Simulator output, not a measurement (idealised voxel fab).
process module | voxel ribs on slabs
cross-section cut | 175 nm wide | cells 5 nm
A cross-section is a grid of square cells, given in bands from the top down. A band is one or more rows of cells.
Each band's line starts with the height of the band's top and of its bottom, in nm. Then come its materials from left to right, each with its width in nm. One material with "throughout" fills the band from edge to edge. "air" is empty space.
Height 0 is the level under which the wafer as received is all one material. The lowest band goes on downwards, as in "0 down".
A width such as "30 to 40" changes by the same amount from each row of cells to the next, from the band's top row to its bottom row.
"no change" after a step means that no cell of the cross-section changed.
closed voids: empty space of 8 cells or more with no open way to the top, each as width x height at its distance from the left edge, in nm
after a step's settings: what the simulator itself notes on the step
overlay nm, on a step with a mask: how far to the right of its planned place the mask lay; to the left if negative
plan
1 op RECEIVE | material Si
2 op DIRECTIONAL_DEP | material SiO2 | thk nm 20
3 op DIRECTIONAL_DEP | material polySi | thk nm 20
4 op PATTERN | tone cover | mask id RIB | material resist | width nm 20 | thk nm 20 | overlay nm 0
5 op DIRECTIONAL_ETCH | etch materials polySi | depth nm 10
6 op STRIP | etch materials resist
7 op MASKED_ETCH | tone cover | mask id SLAB | width nm 50 | etch materials polySi | depth nm 10 | overlay nm 0
8 op FILL_DEP | material SiO2 | thk nm 25
9 op CMP | height nm 60
10 op DIRECTIONAL_DEP | material TiN | thk nm 5
11 op MASKED_ETCH | tone cover | mask id HEATER | width nm 30 | etch materials TiN | depth nm 5 | overlay nm 0
12 op CONFORMAL_DEP | material SiN | thk nm 5
first wafer, as planned
as received, after step 1
  0 down: Si throughout
  closed voids: none
after step 2
  20 to 0: SiO2 throughout
  below 0: unchanged
after step 3
  40 to 20: polySi throughout
  below 20: unchanged
after step 4
  60 to 40: air 75 | resist 20 | air 80
  below 40: unchanged
after step 5
  60 to 40: air 75 | resist 20 | air 80
  40 to 30: air 75 | polySi 20 | air 80
  below 30: unchanged
after step 6
  40 to 30: air 75 | polySi 20 | air 80
  below 30: unchanged
after step 7
  40 to 30: air 75 | polySi 20 | air 80
  30 to 20: air 60 | polySi 50 | air 65
  below 20: unchanged
after step 8
  65 to 40: SiO2 throughout
  40 to 30: SiO2 75 | polySi 20 | SiO2 80
  30 to 20: SiO2 60 | polySi 50 | SiO2 65
  below 20: unchanged
after step 9
  60 to 40: SiO2 throughout
  below 40: unchanged
after step 10
  65 to 60: TiN throughout
  below 60: unchanged
after step 11
  65 to 60: air 70 | TiN 30 | air 75
  below 60: unchanged
after step 12
  70 to 65: air 65 | SiN 40 | air 70
  65 to 60: SiN 70 | TiN 30 | SiN 75
  below 60: unchanged
second wafer: like start, like plan, one mistake. Through step 6 it matches the first wafer
when step 7 should have ended
  40 to 30: air 75 | polySi 20 | air 80
  30 to 20: air 60 | polySi 55 | air 60
  below 20: unchanged
when step 8 should have ended
  65 to 40: SiO2 throughout
  40 to 30: SiO2 75 | polySi 20 | SiO2 80
  30 to 20: SiO2 60 | polySi 55 | SiO2 60
  below 20: unchanged
when step 9 should have ended
  60 to 40: SiO2 throughout
  below 40: unchanged
when step 10 should have ended
  65 to 60: TiN throughout
  below 60: unchanged
when step 11 should have ended
  65 to 60: air 70 | TiN 30 | air 75
  below 60: unchanged
when step 12 should have ended
  70 to 65: air 65 | SiN 40 | air 70
  65 to 60: SiN 70 | TiN 30 | SiN 75
  below 60: unchanged
what went wrong: step 7 ran as: op MASKED_ETCH | tone cover | mask id SLAB | width nm 55 | etch materials polySi | depth nm 10 | overlay nm 0
at the end the second wafer has, in cells: 2 fewer of SiO2 | 2 more of polySi
